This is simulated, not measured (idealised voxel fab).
Proc. module: voxel self aligned contacts
The cross-section shown here is cut; it is 175 nm wide and divided into square cells measuring 5 nm on a side.
A cross-section is written here as square cells arranged in a grid, and it is given in bands from the top down, each band taking up one or more rows of cells. Quick guide to a band line: top height, bottom height (nm) up front; then every material left to right with its width in nm. Only one material and it's marked "all across"? Then it fills the band edge to edge. And "empty" just means empty space. Below 0: as-received wafer, all one material; heights counted from there. Lowest band: no bottom, goes on down, written "0 down". Width: "30 to 40" (first number = top row, second number = bottom row, same change from row to row of cells). "nothing changed" after a step means that no cell of the cross-section changed. For the entry "Non-vented voids", the listed items are empty spaces with no open way to the top whose size is 8 cells or more; each item follows the pattern width x height at distance, where distance is from the left edge and all three are in nm. Step line, after settings: the simulator's comment on this step. "overlay nm" denotes, for a step that has a mask, the displacement of the mask to the right of its planned place, with negative values corresponding to the left.

Planned step list for the process
1 RECEIVE, material Si
2 CONFORMAL_DEP, material SiO2, thk nm 5
3 DIRECTIONAL_DEP, material polySi, thk nm 25
4 DIRECTIONAL_DEP, material SiN, thk nm 15
5 DIRECTIONAL_DEP, material aC, thk nm 10
6 PATTERN, tone cover, mask id GATE, material resist, width nm 25, pitch nm 60, thk nm 25, overlay nm 0
7 DIRECTIONAL_ETCH, etch materials aC, depth nm 10
8 STRIP, etch materials resist
9 DIRECTIONAL_ETCH, etch materials SiN, depth nm 15
10 DIRECTIONAL_ETCH, etch materials polySi, depth nm 25
11 STRIP, etch materials aC
12 CONFORMAL_DEP, material SiN, thk nm 5
13 DIRECTIONAL_ETCH, etch materials SiN, depth nm 5
14 FILL_DEP, material SiO2, thk nm 15
15 CMP, height nm 50
16 MASKED_ETCH, tone open, mask id CONTACT, width nm 45, etch materials SiO2, depth nm 50, overlay nm -15
17 CONFORMAL_DEP, material TiN, thk nm 5
18 FILL_DEP, material W, thk nm 5
19 CMP, height nm 50
20 CONFORMAL_DEP, material SiCN, thk nm 5
The value of overlay nm given for step 16 in the plan refers to the first wafer; the wafers vary in this setting and are alike at the start.

First wafer as received, after step 1
* 0 down | Si all across
* Non-vented voids: none

Per-wafer rows below. For each material: cells gained (+) or lost (-) since the wafer was received, as of end of module. Then: closed voids
overlay nm -15, +35 SiCN, +62 SiN, +193 SiO2, +27 TiN, +18 W, +50 polySi, Non-vented voids: none
overlay nm -10, +35 SiCN, +62 SiN, +184 SiO2, +27 TiN, +27 W, +50 polySi, Non-vented voids: none
overlay nm -5, +35 SiCN, +62 SiN, +184 SiO2, +27 TiN, +27 W, +50 polySi, Non-vented voids: none
overlay nm 0, +35 SiCN, +62 SiN, +184 SiO2, +27 TiN, +27 W, +50 polySi, Non-vented voids: none
overlay nm 5, +35 SiCN, +62 SiN, +184 SiO2, +27 TiN, +27 W, +50 polySi, Non-vented voids: none
overlay nm 10, +35 SiCN, +62 SiN, +184 SiO2, +27 TiN, +27 W, +50 polySi, Non-vented voids: none
overlay nm 15, +35 SiCN, +62 SiN, +193 SiO2, +27 TiN, +18 W, +50 polySi, Non-vented voids: none
